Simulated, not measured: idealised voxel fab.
A process module follows: voxel capacitor over wiring.
Section shown: cut. Width: 280 nm. Cell size: 5 nm, square.
Bands, listed from the top down, are how a cross-section gets written in this document; the cross-section itself is a grid of square cells, and a band is one or more rows of them. For a band, the entry starts with two heights in nm, that of the top and then that of the bottom, and carries on with the band's materials in order from left to right, each alongside its width in nm; the word "all across" beside a single material means it fills the band edge to edge, and "blank" means empty space. For the purposes of this specification, 0 denotes the height below which the wafer in its as-received condition is composed wholly of one material, and the lowermost band, lacking a lower limit, extends downward without end, as expressed in "0 down". Think of "30->40" as a width that walks from the first number to the second as you go down the band, top row to bottom row, taking equal-sized steps from row to row. Given "all unchanged" for a step, no cell of the cross-section differs between before and after that step. Entry "Unvented internal voids". Content: empty spaces with no open connection to the top, size 8 cells or greater. Each: width x height at distance. Distance: from left edge. Unit: nm. Note: text after step settings on the step line = simulator remark on that step. "overlay nm" answers the question of how far to the right of plan the mask lay on a step that has a mask, and when it is negative the answer is to the left. Heads up before you read on: it's before/after pairs around one process step each, after side only down to the lowest band that changed, step plus settings under the pair. Pairs can be from different runs of this module, same starting wafer, so only chain a pair onto the one above if its "Before step" entry says so.

Before step
0 down | Si all across
Unvented internal voids: none

Post-Process Section
5 to 0 | SiN all across
Rest of section, below 0: as before.
Unvented internal voids: none
Process step (between the before and after cross-sections above): CONFORMAL_DEP with material SiN, thk nm 5

Before step: the after view from the pair directly above serves as the before view here.

Post-Process Section
15 to 5 | SiO2 all across
Rest of section, below 5: as before.
Unvented internal voids: none
Process step (between the before and after cross-sections above): CONFORMAL_DEP with material SiO2, thk nm 10

Before step: the after view from the pair directly above serves as the before view here.

Post-Process Section
35 to 15 | lowk all across
Rest of section, below 15: as before.
Unvented internal voids: none
Process step (between the before and after cross-sections above): DIRECTIONAL_DEP with material lowk, thk nm 20

Before step: the after view from the pair directly above serves as the before view here.

Post-Process Section
45 to 35 | aC all across
Rest of section, below 35: as before.
Unvented internal voids: none
Process step (between the before and after cross-sections above): DIRECTIONAL_DEP with material aC, thk nm 10

Before step: the after view from the pair directly above serves as the before view here.

Post-Process Section
70 to 45 | 85 of resist, then 30 of blank, then 50 of resist, then 30 of blank, then 85 of resist
Rest of section, below 45: as before.
Unvented internal voids: none
Process step (between the before and after cross-sections above): PATTERN with tone open, mask id METAL_1, material resist, width nm 30, pitch nm 80, thk nm 25, overlay nm 0

Before step: the after view from the pair directly above serves as the before view here.

Post-Process Section
60 to 45 | 85 of resist, then 30 of blank, then 50 of resist, then 30 of blank, then 85 of resist
45 to 35 | 85 of aC, then 30 of blank, then 50 of aC, then 30 of blank, then 85 of aC
Rest of section, below 35: as before.
Unvented internal voids: none
Process step (between the before and after cross-sections above): DIRECTIONAL_ETCH with etch materials aC, depth nm 10

Before step: the after view from the pair directly above serves as the before view here.

Post-Process Section
45 to 35 | 85 of aC, then 30 of blank, then 50 of aC, then 30 of blank, then 85 of aC
Rest of section, below 35: as before.
Unvented internal voids: none
Process step (between the before and after cross-sections above): STRIP with etch materials resist

Before step: the after view from the pair directly above serves as the before view here.

Post-Process Section
45 to 35 | 85 of aC, then 30 of blank, then 50 of aC, then 30 of blank, then 85 of aC
35 to 15 | 85 of lowk, then 30 of blank, then 50 of lowk, then 30 of blank, then 85 of lowk
Rest of section, below 15: as before.
Unvented internal voids: none
Process step (between the before and after cross-sections above): DIRECTIONAL_ETCH with etch materials lowk, depth nm 20

Before step: the after view from the pair directly above serves as the before view here.

Post-Process Section
35 to 15 | 85 of lowk, then 30 of blank, then 50 of lowk, then 30 of blank, then 85 of lowk
Rest of section, below 15: as before.
Unvented internal voids: none
Process step (between the before and after cross-sections above): STRIP with etch materials aC

Before step: the after view from the pair directly above serves as the before view here.

Post-Process Section
40 to 35 | 90 of TiN, then 20 of blank, then 60 of TiN, then 20 of blank, then 90 of TiN
35 to 20 | 85 of lowk, then 5 of TiN, then 20 of blank, then 5 of TiN, then 50 of lowk, then 5 of TiN, then 20 of blank, then 5 of TiN, then 85 of lowk
20 to 15 | 85 of lowk, then 30 of TiN, then 50 of lowk, then 30 of TiN, then 85 of lowk
Rest of section, below 15: as before.
Unvented internal voids: none
Process step (between the before and after cross-sections above): CONFORMAL_DEP with material TiN, thk nm 5

Before step: the after view from the pair directly above serves as the before view here.

Post-Process Section
50 to 40 | Ru all across
40 to 35 | 90 of TiN, then 20 of Ru, then 60 of TiN, then 20 of Ru, then 90 of TiN
35 to 20 | 85 of lowk, then 5 of TiN, then 20 of Ru, then 5 of TiN, then 50 of lowk, then 5 of TiN, then 20 of Ru, then 5 of TiN, then 85 of lowk
Rest of section, below 20: as before.
Unvented internal voids: none
Process step (between the before and after cross-sections above): FILL_DEP with material Ru, thk nm 10

Before step: the after view from the pair directly above serves as the before view here.

Post-Process Section
35 to 20 | 85 of lowk, then 5 of TiN, then 20 of Ru, then 5 of TiN, then 50 of lowk, then 5 of TiN, then 20 of Ru, then 5 of TiN, then 85 of lowk
Rest of section, below 20: as before.
Unvented internal voids: none
Process step (between the before and after cross-sections above): CMP with height nm 35

Before step: the after view from the pair directly above serves as the before view here.

Post-Process Section
40 to 35 | 80 of blank, then 40 of Ru, then 40 of blank, then 40 of Ru, then 80 of blank
Rest of section, below 35: as before.
Unvented internal voids: none
Process step (between the before and after cross-sections above): EPI with material Ru, thk nm 5

Before step: the after view from the pair directly above serves as the before view here.

Post-Process Section
45 to 40 | SiCN all across
40 to 35 | 80 of SiCN, then 40 of Ru, then 40 of SiCN, then 40 of Ru, then 80 of SiCN
Rest of section, below 35: as before.
Unvented internal voids: none
Process step (between the before and after cross-sections above): FILL_DEP with material SiCN, thk nm 5

Before step: the after view from the pair directly above serves as the before view here.

Post-Process Section
65 to 45 | SiO2 all across
Rest of section, below 45: as before.
Unvented internal voids: none
Process step (between the before and after cross-sections above): DIRECTIONAL_DEP with material SiO2, thk nm 20

Before step: the after view from the pair directly above serves as the before view here.

Post-Process Section
80 to 65 | 100 of resist, then 15 of blank, then 165 of resist
Rest of section, below 65: as before.
Unvented internal voids: none
Process step (between the before and after cross-sections above): PATTERN with tone open, mask id PLUG_1, material resist, width nm 15, thk nm 15, overlay nm 0

Before step: the after view from the pair directly above serves as the before view here.

Post-Process Section
80 to 65 | 100 of resist, then 15 of blank, then 165 of resist
65 to 45 | 100 of SiO2, then 15 of blank, then 165 of SiO2
Rest of section, below 45: as before.
Unvented internal voids: none
Process step (between the before and after cross-sections above): DIRECTIONAL_ETCH with etch materials SiO2, depth nm 20

Before step: the after view from the pair directly above serves as the before view here.

Post-Process Section
80 to 65 | 100 of resist, then 15 of blank, then 165 of resist
65 to 45 | 100 of SiO2, then 15 of blank, then 165 of SiO2
45 to 40 | 100 of SiCN, then 15 of blank, then 165 of SiCN
Rest of section, below 40: as before.
Unvented internal voids: none
Process step (between the before and after cross-sections above): DIRECTIONAL_ETCH with etch materials SiCN, depth nm 5

Before step: the after view from the pair directly above serves as the before view here.

Post-Process Section
65 to 45 | 100 of SiO2, then 15 of blank, then 165 of SiO2
Rest of section, below 45: as before.
Unvented internal voids: none
Process step (between the before and after cross-sections above): STRIP with etch materials resist

Before step: the after view from the pair directly above serves as the before view here.

Post-Process Section
65 to 50 | 100 of SiO2, then 15 of blank, then 165 of SiO2
50 to 45 | 100 of SiO2, then 15 of Ru, then 165 of SiO2
45 to 40 | 100 of SiCN, then 15 of Ru, then 165 of SiCN
Rest of section, below 40: as before.
Unvented internal voids: none
Process step (between the before and after cross-sections above): EPI with material Ru, thk nm 10

Before step: the after view from the pair directly above serves as the before view here.

Post-Process Section
65 to 60 | 100 of SiO2, then 15 of blank, then 165 of SiO2
60 to 45 | 100 of SiO2, then 15 of Ru, then 165 of SiO2
Rest of section, below 45: as before.
Unvented internal voids: none
Process step (between the before and after cross-sections above): EPI with material Ru, thk nm 10

Before step: the after view from the pair directly above serves as the before view here.

Post-Process Section
65 to 45 | 100 of SiO2, then 15 of Ru, then 165 of SiO2
Rest of section, below 45: as before.
Unvented internal voids: none
Process step (between the before and after cross-sections above): EPI with material Ru, thk nm 5

Before step: the after view from the pair directly above serves as the before view here.

Post-Process Section
70 to 65 | TiN all across
Rest of section, below 65: as before.
Unvented internal voids: none
Process step (between the before and after cross-sections above): DIRECTIONAL_DEP with material TiN, thk nm 5

Before step: the after view from the pair directly above serves as the before view here.

Post-Process Section
75 to 70 | Al2O3 all across
Rest of section, below 70: as before.
Unvented internal voids: none
Process step (between the before and after cross-sections above): DIRECTIONAL_DEP with material Al2O3, thk nm 5

Before step: the after view from the pair directly above serves as the before view here.

Post-Process Section
80 to 75 | TiN all across
Rest of section, below 75: as before.
Unvented internal voids: none
Process step (between the before and after cross-sections above): DIRECTIONAL_DEP with material TiN, thk nm 5

Before step: the after view from the pair directly above serves as the before view here.

Post-Process Section
80 to 75 | 100 of blank, then 55 of TiN, then 125 of blank
Rest of section, below 75: as before.
Unvented internal voids: none
Process step (between the before and after cross-sections above): MASKED_ETCH with tone cover, mask id UPPER_PLATE, width nm 55, etch materials TiN, depth nm 5, overlay nm 0

Before step: the after view from the pair directly above serves as the before view here.

Post-Process Section
80 to 75 | 100 of blank, then 55 of TiN, then 125 of blank
75 to 70 | 100 of blank, then 55 of Al2O3, then 125 of blank
Rest of section, below 70: as before.
Unvented internal voids: none
Process step (between the before and after cross-sections above): MASKED_ETCH with tone cover, mask id UPPER_PLATE, width nm 55, etch materials Al2O3, depth nm 5, overlay nm 0

Before step: the after view from the pair directly above serves as the before view here.

Post-Process Section
100 to 80 | 95 of blank, then 65 of resist, then 120 of blank
80 to 75 | 95 of blank, then 5 of resist, then 55 of TiN, then 5 of resist, then 120 of blank
75 to 70 | 95 of blank, then 5 of resist, then 55 of Al2O3, then 5 of resist, then 120 of blank
Rest of section, below 70: as before.
Unvented internal voids: none
Process step (between the before and after cross-sections above): PATTERN with tone cover, mask id LOWER_PLATE, material resist, width nm 65, thk nm 20, overlay nm 0

Before step: the after view from the pair directly above serves as the before view here.

Post-Process Section
100 to 80 | 95 of blank, then 65 of resist, then 120 of blank
80 to 75 | 95 of blank, then 5 of resist, then 55 of TiN, then 5 of resist, then 120 of blank
75 to 70 | 95 of blank, then 5 of resist, then 55 of Al2O3, then 5 of resist, then 120 of blank
70 to 65 | 95 of blank, then 65 of TiN, then 120 of blank
Rest of section, below 65: as before.
Unvented internal voids: none
Process step (between the before and after cross-sections above): DIRECTIONAL_ETCH with etch materials TiN, depth nm 5

Before step: the after view from the pair directly above serves as the before view here.

Post-Process Section
80 to 75 | 100 of blank, then 55 of TiN, then 125 of blank
75 to 70 | 100 of blank, then 55 of Al2O3, then 125 of blank
Rest of section, below 70: as before.
Unvented internal voids: none
Process step (between the before and after cross-sections above): STRIP with etch materials resist

Before step: the after view from the pair directly above serves as the before view here.

Post-Process Section
95 to 80 | SiO2 all across
80 to 75 | 100 of SiO2, then 55 of TiN, then 125 of SiO2
75 to 70 | 100 of SiO2, then 55 of Al2O3, then 125 of SiO2
70 to 65 | 95 of SiO2, then 65 of TiN, then 120 of SiO2
Rest of section, below 65: as before.
Unvented internal voids: none
Process step (between the before and after cross-sections above): FILL_DEP with material SiO2, thk nm 15

Before step: the after view from the pair directly above serves as the before view here.

Post-Process Section
90 to 80 | SiO2 all across
Rest of section, below 80: as before.
Unvented internal voids: none
Process step (between the before and after cross-sections above): CMP with height nm 90

Before step: the after view from the pair directly above serves as the before view here.

Post-Process Section
110 to 90 | 110 of resist, then 15 of blank, then 155 of resist
Rest of section, below 90: as before.
Unvented internal voids: none
Process step (between the before and after cross-sections above): PATTERN with tone open, mask id PLUG_2, material resist, width nm 15, thk nm 20, overlay nm 0

Before step: the after view from the pair directly above serves as the before view here.

Post-Process Section
110 to 90 | 110 of resist, then 15 of blank, then 155 of resist
90 to 80 | 110 of SiO2, then 15 of blank, then 155 of SiO2
Rest of section, below 80: as before.
Unvented internal voids: none
Process step (between the before and after cross-sections above): DIRECTIONAL_ETCH with etch materials SiO2, depth nm 10

Before step: the after view from the pair directly above serves as the before view here.

Post-Process Section
90 to 80 | 110 of SiO2, then 15 of blank, then 155 of SiO2
Rest of section, below 80: as before.
Unvented internal voids: none
Process step (between the before and after cross-sections above): STRIP with etch materials resist

Before step: the after view from the pair directly above serves as the before view here.

Post-Process Section
95 to 90 | 115 of TiN, then 5 of blank, then 160 of TiN
90 to 85 | 110 of SiO2, then 5 of TiN, then 5 of blank, then 5 of TiN, then 155 of SiO2
85 to 75 | 110->100 of SiO2, then 15->55 of TiN, then 155->125 of SiO2
Rest of section, below 75: as before.
Unvented internal voids: none
Process step (between the before and after cross-sections above): CONFORMAL_DEP with material TiN, thk nm 5

Before step: the after view from the pair directly above serves as the before view here.

Post-Process Section
100 to 95 | W all across
95 to 90 | 115 of TiN, then 5 of W, then 160 of TiN
90 to 85 | 110 of SiO2, then 5 of TiN, then 5 of W, then 5 of TiN, then 155 of SiO2
Rest of section, below 85: as before.
Unvented internal voids: none
Process step (between the before and after cross-sections above): FILL_DEP with material W, thk nm 5

Before step: the after view from the pair directly above serves as the before view here.

Post-Process Section
90 to 85 | 110 of SiO2, then 5 of TiN, then 5 of W, then 5 of TiN, then 155 of SiO2
Rest of section, below 85: as before.
Unvented internal voids: none
Process step (between the before and after cross-sections above): CMP with height nm 90

Before step: the after view from the pair directly above serves as the before view here.

Post-Process Section
95 to 90 | SiN all across
Rest of section, below 90: as before.
Unvented internal voids: none
Process step (between the before and after cross-sections above): CONFORMAL_DEP with material SiN, thk nm 5

Before step
15 to 10 | SiN all across
10 to 0 | SiO2 all across
0 down | Si all across
Unvented internal voids: none

Post-Process Section
25 to 15 | lowk all across
Rest of section, below 15: as before.
Unvented internal voids: none
Process step (between the before and after cross-sections above): DIRECTIONAL_DEP with material lowk, thk nm 10

Before step: the after view from the pair directly above serves as the before view here.

Post-Process Section
35 to 25 | aC all across
Rest of section, below 25: as before.
Unvented internal voids: none
Process step (between the before and after cross-sections above): DIRECTIONAL_DEP with material aC, thk nm 10

Before step: the after view from the pair directly above serves as the before view here.

Post-Process Section
60 to 35 | 85 of resist, then 30 of blank, then 50 of resist, then 30 of blank, then 85 of resist
Rest of section, below 35: as before.
Unvented internal voids: none
Process step (between the before and after cross-sections above): PATTERN with tone open, mask id METAL_1, material resist, width nm 30, pitch nm 80, thk nm 25, overlay nm 0

Before step: the after view from the pair directly above serves as the before view here.

Post-Process Section
50 to 35 | 85 of resist, then 30 of blank, then 50 of resist, then 30 of blank, then 85 of resist
35 to 25 | 85 of aC, then 30 of blank, then 50 of aC, then 30 of blank, then 85 of aC
Rest of section, below 25: as before.
Unvented internal voids: none
Process step (between the before and after cross-sections above): DIRECTIONAL_ETCH with etch materials aC, depth nm 10

Before step: the after view from the pair directly above serves as the before view here.

Post-Process Section
35 to 25 | 85 of aC, then 30 of blank, then 50 of aC, then 30 of blank, then 85 of aC
Rest of section, below 25: as before.
Unvented internal voids: none
Process step (between the before and after cross-sections above): STRIP with etch materials resist

Before step: the after view from the pair directly above serves as the before view here.

Post-Process Section
35 to 25 | 85 of aC, then 30 of blank, then 50 of aC, then 30 of blank, then 85 of aC
25 to 15 | 85 of lowk, then 30 of blank, then 50 of lowk, then 30 of blank, then 85 of lowk
Rest of section, below 15: as before.
Unvented internal voids: none
Process step (between the before and after cross-sections above): DIRECTIONAL_ETCH with etch materials lowk, depth nm 20

Before step: the after view from the pair directly above serves as the before view here.

Post-Process Section
35 to 25 | 85 of aC, then 30 of blank, then 50 of aC, then 30 of blank, then 85 of aC
25 to 15 | 85 of lowk, then 30 of blank, then 50 of lowk, then 30 of blank, then 85 of lowk
15 to 10 | 85 of SiN, then 30 of blank, then 50 of SiN, then 30 of blank, then 85 of SiN
Rest of section, below 10: as before.
Unvented internal voids: none
Process step (between the before and after cross-sections above): DIRECTIONAL_ETCH with etch materials SiN, depth nm 5

Before step: the after view from the pair directly above serves as the before view here.

Post-Process Section
25 to 15 | 85 of lowk, then 30 of blank, then 50 of lowk, then 30 of blank, then 85 of lowk
Rest of section, below 15: as before.
Unvented internal voids: none
Process step (between the before and after cross-sections above): STRIP with etch materials aC

Before step: the after view from the pair directly above serves as the before view here.

Post-Process Section
30 to 25 | 90 of TiN, then 20 of blank, then 60 of TiN, then 20 of blank, then 90 of TiN
25 to 15 | 85 of lowk, then 5 of TiN, then 20 of blank, then 5 of TiN, then 50 of lowk, then 5 of TiN, then 20 of blank, then 5 of TiN, then 85 of lowk
15 to 10 | 85 of SiN, then 30 of TiN, then 50 of SiN, then 30 of TiN, then 85 of SiN
Rest of section, below 10: as before.
Unvented internal voids: none
Process step (between the before and after cross-sections above): CONFORMAL_DEP with material TiN, thk nm 5

Before step: the after view from the pair directly above serves as the before view here.

Post-Process Section
40 to 30 | Ru all across
30 to 25 | 90 of TiN, then 20 of Ru, then 60 of TiN, then 20 of Ru, then 90 of TiN
25 to 15 | 85 of lowk, then 5 of TiN, then 20 of Ru, then 5 of TiN, then 50 of lowk, then 5 of TiN, then 20 of Ru, then 5 of TiN, then 85 of lowk
Rest of section, below 15: as before.
Unvented internal voids: none
Process step (between the before and after cross-sections above): FILL_DEP with material Ru, thk nm 10

Before step: the after view from the pair directly above serves as the before view here.

Post-Process Section
35 to 30 | Ru all across
Rest of section, below 30: as before.
Unvented internal voids: none
Process step (between the before and after cross-sections above): CMP with height nm 35

Before step: the after view from the pair directly above serves as the before view here.

Post-Process Section
40 to 30 | Ru all across
Rest of section, below 30: as before.
Unvented internal voids: none
Process step (between the before and after cross-sections above): EPI with material Ru, thk nm 5

Before step: the after view from the pair directly above serves as the before view here.

Post-Process Section
45 to 40 | SiCN all across
Rest of section, below 40: as before.
Unvented internal voids: none
Process step (between the before and after cross-sections above): FILL_DEP with material SiCN, thk nm 5

Before step: the after view from the pair directly above serves as the before view here.

Post-Process Section
65 to 45 | SiO2 all across
Rest of section, below 45: as before.
Unvented internal voids: none
Process step (between the before and after cross-sections above): DIRECTIONAL_DEP with material SiO2, thk nm 20

Before step: the after view from the pair directly above serves as the before view here.

Post-Process Section
80 to 65 | 100 of resist, then 15 of blank, then 165 of resist
Rest of section, below 65: as before.
Unvented internal voids: none
Process step (between the before and after cross-sections above): PATTERN with tone open, mask id PLUG_1, material resist, width nm 15, thk nm 15, overlay nm 0

Before step: the after view from the pair directly above serves as the before view here.

Post-Process Section
80 to 65 | 100 of resist, then 15 of blank, then 165 of resist
65 to 45 | 100 of SiO2, then 15 of blank, then 165 of SiO2
Rest of section, below 45: as before.
Unvented internal voids: none
Process step (between the before and after cross-sections above): DIRECTIONAL_ETCH with etch materials SiO2, depth nm 20

Before step: the after view from the pair directly above serves as the before view here.

Post-Process Section
80 to 65 | 100 of resist, then 15 of blank, then 165 of resist
65 to 45 | 100 of SiO2, then 15 of blank, then 165 of SiO2
45 to 40 | 100 of SiCN, then 15 of blank, then 165 of SiCN
Rest of section, below 40: as before.
Unvented internal voids: none
Process step (between the before and after cross-sections above): DIRECTIONAL_ETCH with etch materials SiCN, depth nm 5

Before step: the after view from the pair directly above serves as the before view here.

Post-Process Section
65 to 45 | 100 of SiO2, then 15 of blank, then 165 of SiO2
Rest of section, below 45: as before.
Unvented internal voids: none
Process step (between the before and after cross-sections above): STRIP with etch materials resist

Before step: the after view from the pair directly above serves as the before view here.

Post-Process Section
65 to 50 | 100 of SiO2, then 15 of blank, then 165 of SiO2
50 to 45 | 100 of SiO2, then 15 of Ru, then 165 of SiO2
45 to 40 | 100 of SiCN, then 15 of Ru, then 165 of SiCN
Rest of section, below 40: as before.
Unvented internal voids: none
Process step (between the before and after cross-sections above): EPI with material Ru, thk nm 10

Before step: the after view from the pair directly above serves as the before view here.

Post-Process Section
65 to 60 | 100 of SiO2, then 15 of blank, then 165 of SiO2
60 to 45 | 100 of SiO2, then 15 of Ru, then 165 of SiO2
Rest of section, below 45: as before.
Unvented internal voids: none
Process step (between the before and after cross-sections above): EPI with material Ru, thk nm 10

Before step: the after view from the pair directly above serves as the before view here.

Post-Process Section
65 to 45 | 100 of SiO2, then 15 of Ru, then 165 of SiO2
Rest of section, below 45: as before.
Unvented internal voids: none
Process step (between the before and after cross-sections above): EPI with material Ru, thk nm 5

Before step: the after view from the pair directly above serves as the before view here.

Post-Process Section
70 to 65 | TiN all across
Rest of section, below 65: as before.
Unvented internal voids: none
Process step (between the before and after cross-sections above): DIRECTIONAL_DEP with material TiN, thk nm 5

Before step: the after view from the pair directly above serves as the before view here.

Post-Process Section
75 to 70 | Al2O3 all across
Rest of section, below 70: as before.
Unvented internal voids: none
Process step (between the before and after cross-sections above): DIRECTIONAL_DEP with material Al2O3, thk nm 5

Before step: the after view from the pair directly above serves as the before view here.

Post-Process Section
80 to 75 | TiN all across
Rest of section, below 75: as before.
Unvented internal voids: none
Process step (between the before and after cross-sections above): DIRECTIONAL_DEP with material TiN, thk nm 5

Before step: the after view from the pair directly above serves as the before view here.

Post-Process Section
80 to 75 | 100 of blank, then 55 of TiN, then 125 of blank
Rest of section, below 75: as before.
Unvented internal voids: none
Process step (between the before and after cross-sections above): MASKED_ETCH with tone cover, mask id UPPER_PLATE, width nm 55, etch materials TiN, depth nm 5, overlay nm 0

Before step: the after view from the pair directly above serves as the before view here.

Post-Process Section
80 to 75 | 100 of blank, then 55 of TiN, then 125 of blank
75 to 70 | 100 of blank, then 55 of Al2O3, then 125 of blank
Rest of section, below 70: as before.
Unvented internal voids: none
Process step (between the before and after cross-sections above): MASKED_ETCH with tone cover, mask id UPPER_PLATE, width nm 55, etch materials Al2O3, depth nm 5, overlay nm 0

Before step: the after view from the pair directly above serves as the before view here.

Post-Process Section
100 to 80 | 95 of blank, then 65 of resist, then 120 of blank
80 to 75 | 95 of blank, then 5 of resist, then 55 of TiN, then 5 of resist, then 120 of blank
75 to 70 | 95 of blank, then 5 of resist, then 55 of Al2O3, then 5 of resist, then 120 of blank
Rest of section, below 70: as before.
Unvented internal voids: none
Process step (between the before and after cross-sections above): PATTERN with tone cover, mask id LOWER_PLATE, material resist, width nm 65, thk nm 20, overlay nm 0

Before step: the after view from the pair directly above serves as the before view here.

Post-Process Section
100 to 80 | 95 of blank, then 65 of resist, then 120 of blank
80 to 75 | 95 of blank, then 5 of resist, then 55 of TiN, then 5 of resist, then 120 of blank
75 to 70 | 95 of blank, then 5 of resist, then 55 of Al2O3, then 5 of resist, then 120 of blank
70 to 65 | 95 of blank, then 65 of TiN, then 120 of blank
Rest of section, below 65: as before.
Unvented internal voids: none
Process step (between the before and after cross-sections above): DIRECTIONAL_ETCH with etch materials TiN, depth nm 5

Before step: the after view from the pair directly above serves as the before view here.

Post-Process Section
80 to 75 | 100 of blank, then 55 of TiN, then 125 of blank
75 to 70 | 100 of blank, then 55 of Al2O3, then 125 of blank
Rest of section, below 70: as before.
Unvented internal voids: none
Process step (between the before and after cross-sections above): STRIP with etch materials resist

Before step: the after view from the pair directly above serves as the before view here.

Post-Process Section
95 to 80 | SiO2 all across
80 to 75 | 100 of SiO2, then 55 of TiN, then 125 of SiO2
75 to 70 | 100 of SiO2, then 55 of Al2O3, then 125 of SiO2
70 to 65 | 95 of SiO2, then 65 of TiN, then 120 of SiO2
Rest of section, below 65: as before.
Unvented internal voids: none
Process step (between the before and after cross-sections above): FILL_DEP with material SiO2, thk nm 15

Before step: the after view from the pair directly above serves as the before view here.

Post-Process Section
90 to 80 | SiO2 all across
Rest of section, below 80: as before.
Unvented internal voids: none
Process step (between the before and after cross-sections above): CMP with height nm 90

Before step: the after view from the pair directly above serves as the before view here.

Post-Process Section
110 to 90 | 110 of resist, then 15 of blank, then 155 of resist
Rest of section, below 90: as before.
Unvented internal voids: none
Process step (between the before and after cross-sections above): PATTERN with tone open, mask id PLUG_2, material resist, width nm 15, thk nm 20, overlay nm 0

Before step: the after view from the pair directly above serves as the before view here.

Post-Process Section
110 to 90 | 110 of resist, then 15 of blank, then 155 of resist
90 to 80 | 110 of SiO2, then 15 of blank, then 155 of SiO2
Rest of section, below 80: as before.
Unvented internal voids: none
Process step (between the before and after cross-sections above): DIRECTIONAL_ETCH with etch materials SiO2, depth nm 10

Before step: the after view from the pair directly above serves as the before view here.

Post-Process Section
90 to 80 | 110 of SiO2, then 15 of blank, then 155 of SiO2
Rest of section, below 80: as before.
Unvented internal voids: none
Process step (between the before and after cross-sections above): STRIP with etch materials resist

Before step: the after view from the pair directly above serves as the before view here.

Post-Process Section
95 to 90 | 115 of TiN, then 5 of blank, then 160 of TiN
90 to 85 | 110 of SiO2, then 5 of TiN, then 5 of blank, then 5 of TiN, then 155 of SiO2
85 to 75 | 110->100 of SiO2, then 15->55 of TiN, then 155->125 of SiO2
Rest of section, below 75: as before.
Unvented internal voids: none
Process step (between the before and after cross-sections above): CONFORMAL_DEP with material TiN, thk nm 5

Before step: the after view from the pair directly above serves as the before view here.

Post-Process Section
100 to 95 | W all across
95 to 90 | 115 of TiN, then 5 of W, then 160 of TiN
90 to 85 | 110 of SiO2, then 5 of TiN, then 5 of W, then 5 of TiN, then 155 of SiO2
Rest of section, below 85: as before.
Unvented internal voids: none
Process step (between the before and after cross-sections above): FILL_DEP with material W, thk nm 5

Before step: the after view from the pair directly above serves as the before view here.

Post-Process Section
90 to 85 | 110 of SiO2, then 5 of TiN, then 5 of W, then 5 of TiN, then 155 of SiO2
Rest of section, below 85: as before.
Unvented internal voids: none
Process step (between the before and after cross-sections above): CMP with height nm 90

Before step: the after view from the pair directly above serves as the before view here.

Post-Process Section
95 to 90 | SiN all across
Rest of section, below 90: as before.
Unvented internal voids: none
Process step (between the before and after cross-sections above): CONFORMAL_DEP with material SiN, thk nm 5

Before step
90 to 80 | SiO2 all across
80 to 75 | 100 of SiO2, then 55 of TiN, then 125 of SiO2
75 to 70 | 100 of SiO2, then 55 of Al2O3, then 125 of SiO2
70 to 65 | 95 of SiO2, then 65 of TiN, then 120 of SiO2
65 to 45 | 100 of SiO2, then 15 of Ru, then 165 of SiO2
45 to 40 | 100 of SiCN, then 15 of Ru, then 165 of SiCN
40 to 35 | 80 of SiCN, then 40 of Ru, then 40 of SiCN, then 40 of Ru, then 80 of SiCN
35 to 15 | 85 of lowk, then 5 of TiN, then 20 of Ru, then 5 of TiN, then 50 of lowk, then 5 of TiN, then 20 of Ru, then 5 of TiN, then 85 of lowk
15 to 10 | 85 of SiN, then 30 of TiN, then 50 of SiN, then 30 of TiN, then 85 of SiN
10 to 0 | SiO2 all across
0 down | Si all across
Unvented internal voids: none

Post-Process Section
110 to 90 | 110 of resist, then 20 of blank, then 150 of resist
Rest of section, below 90: as before.
Unvented internal voids: none
Process step (between the before and after cross-sections above): PATTERN with tone open, mask id PLUG_2, material resist, width nm 20, thk nm 20, overlay nm 0

Before step: the after view from the pair directly above serves as the before view here.

Post-Process Section
110 to 90 | 110 of resist, then 20 of blank, then 150 of resist
90 to 80 | 110 of SiO2, then 20 of blank, then 150 of SiO2
Rest of section, below 80: as before.
Unvented internal voids: none
Process step (between the before and after cross-sections above): DIRECTIONAL_ETCH with etch materials SiO2, depth nm 10

Before step: the after view from the pair directly above serves as the before view here.

Post-Process Section
90 to 80 | 110 of SiO2, then 20 of blank, then 150 of SiO2
Rest of section, below 80: as before.
Unvented internal voids: none
Process step (between the before and after cross-sections above): STRIP with etch materials resist

Before step: the after view from the pair directly above serves as the before view here.

Post-Process Section
95 to 90 | 115 of TiN, then 10 of blank, then 155 of TiN
90 to 85 | 110 of SiO2, then 5 of TiN, then 10 of blank, then 5 of TiN, then 150 of SiO2
85 to 75 | 110->100 of SiO2, then 20->55 of TiN, then 150->125 of SiO2
Rest of section, below 75: as before.
Unvented internal voids: none
Process step (between the before and after cross-sections above): CONFORMAL_DEP with material TiN, thk nm 5

Before step: the after view from the pair directly above serves as the before view here.

Post-Process Section
100 to 95 | W all across
95 to 90 | 115 of TiN, then 10 of W, then 155 of TiN
90 to 85 | 110 of SiO2, then 5 of TiN, then 10 of W, then 5 of TiN, then 150 of SiO2
Rest of section, below 85: as before.
Unvented internal voids: none
Process step (between the before and after cross-sections above): FILL_DEP with material W, thk nm 5

Before step: the after view from the pair directly above serves as the before view here.

Post-Process Section
90 to 85 | 110 of SiO2, then 5 of TiN, then 10 of W, then 5 of TiN, then 150 of SiO2
Rest of section, below 85: as before.
Unvented internal voids: none
Process step (between the before and after cross-sections above): CMP with height nm 90

Before step: the after view from the pair directly above serves as the before view here.

Post-Process Section
95 to 90 | SiN all across
Rest of section, below 90: as before.
Unvented internal voids: none
Process step (between the before and after cross-sections above): CONFORMAL_DEP with material SiN, thk nm 5

Before step
65 to 45 | SiO2 all across
45 to 40 | SiCN all across
40 to 35 | 80 of SiCN, then 40 of Ru, then 40 of SiCN, then 40 of Ru, then 80 of SiCN
35 to 15 | 85 of lowk, then 5 of TiN, then 20 of Ru, then 5 of TiN, then 50 of lowk, then 5 of TiN, then 20 of Ru, then 5 of TiN, then 85 of lowk
15 to 10 | 85 of SiN, then 30 of TiN, then 50 of SiN, then 30 of TiN, then 85 of SiN
10 to 0 | SiO2 all across
0 down | Si all across
Unvented internal voids: none

Post-Process Section
80 to 65 | 90 of resist, then 15 of blank, then 175 of resist
Rest of section, below 65: as before.
Unvented internal voids: none
Process step (between the before and after cross-sections above): PATTERN with tone open, mask id PLUG_1, material resist, width nm 15, thk nm 15, overlay nm -10

Before step: the after view from the pair directly above serves as the before view here.

Post-Process Section
80 to 65 | 90 of resist, then 15 of blank, then 175 of resist
65 to 45 | 90 of SiO2, then 15 of blank, then 175 of SiO2
Rest of section, below 45: as before.
Unvented internal voids: none
Process step (between the before and after cross-sections above): DIRECTIONAL_ETCH with etch materials SiO2, depth nm 20

Before step: the after view from the pair directly above serves as the before view here.

Post-Process Section
80 to 65 | 90 of resist, then 15 of blank, then 175 of resist
65 to 45 | 90 of SiO2, then 15 of blank, then 175 of SiO2
45 to 40 | 90 of SiCN, then 15 of blank, then 175 of SiCN
Rest of section, below 40: as before.
Unvented internal voids: none
Process step (between the before and after cross-sections above): DIRECTIONAL_ETCH with etch materials SiCN, depth nm 5
